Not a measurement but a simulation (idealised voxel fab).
process module | voxel self aligned vias
cross-section cut | 150 nm wide | cells 5 nm
A cross-section is a grid of square cells, given in bands from the top down. A band is one or more rows of cells.
Each band's line starts with the height of the band's top and of its bottom, in nm. Then come its materials from left to right, each with its width in nm. One material with "throughout" fills the band from edge to edge. "air" is empty space.
Height 0 is the level under which the wafer as received is all one material. The lowest band goes on downwards, as in "0 down".
A width such as "30 to 40" changes by the same amount from each row of cells to the next, from the band's top row to its bottom row.
"no change" after a step means that no cell of the cross-section changed.
closed voids: empty space of 8 cells or more with no open way to the top, each as width x height at its distance from the left edge, in nm
after a step's settings: what the simulator itself notes on the step
overlay nm, on a step with a mask: how far to the right of its planned place the mask lay; to the left if negative
plan
1 op RECEIVE | material Si
2 op CONFORMAL_DEP | material SiO2 | thk nm 10
3 op CONFORMAL_DEP | material SiCN | thk nm 5
4 op DIRECTIONAL_DEP | material lowk | thk nm 20
5 op DIRECTIONAL_DEP | material aC | thk nm 15
6 op PATTERN | tone open | mask id LINES | material resist | width nm 30 | pitch nm 65 | thk nm 30 | overlay nm 0
7 op DIRECTIONAL_ETCH | etch materials aC | depth nm 15
8 op STRIP | etch materials resist
9 op DIRECTIONAL_ETCH | etch materials lowk | depth nm 20
10 op STRIP | etch materials aC
11 op CONFORMAL_DEP | material TiN | thk nm 5
12 op FILL_DEP | material Ru | thk nm 10
13 op CMP | height nm 35
14 op SELECTIVE_ETCH | etch materials W Ru TiN | depth nm 10
15 op FILL_DEP | material SiN | thk nm 10
16 op CMP | height nm 35
17 op DIRECTIONAL_DEP | material lowk | thk nm 20
18 op PATTERN | tone open | mask id VIAS | material resist | width nm 40 | thk nm 20 | overlay nm 0
19 op DIRECTIONAL_ETCH | etch materials lowk | depth nm 20
20 op DIRECTIONAL_ETCH | etch materials SiN | depth nm 10
21 op STRIP | etch materials resist
22 op CONFORMAL_DEP | material TiN | thk nm 5
23 op FILL_DEP | material Ru | thk nm 10
24 op CMP | height nm 55
25 op CONFORMAL_DEP | material SiN | thk nm 5
as received, after step 1
  0 down: Si throughout
  closed voids: none
a wafer at the end: this start, this plan, one mistake
  60 to 55: SiN throughout
  55 to 35: lowk 20 | TiN 5 | Ru 30 | TiN 5 | lowk 90
  35 to 30: lowk 20 | TiN 5 | Ru 30 | TiN 5 | lowk 30 | SiN 30 | lowk 30
  30 to 25: lowk 20 | TiN 40 | lowk 30 | SiN 30 | lowk 30
  25 to 20: lowk 20 | TiN 10 | Ru 20 | TiN 10 | lowk 30 | TiN 5 | Ru 20 | TiN 5 | lowk 30
  20 to 15: lowk 20 | TiN 40 | lowk 30 | TiN 30 | lowk 30
  15 to 10: SiCN throughout
  10 to 0: SiO2 throughout
  0 down: Si throughout
  closed voids: none
what went wrong: step 19 was run twice
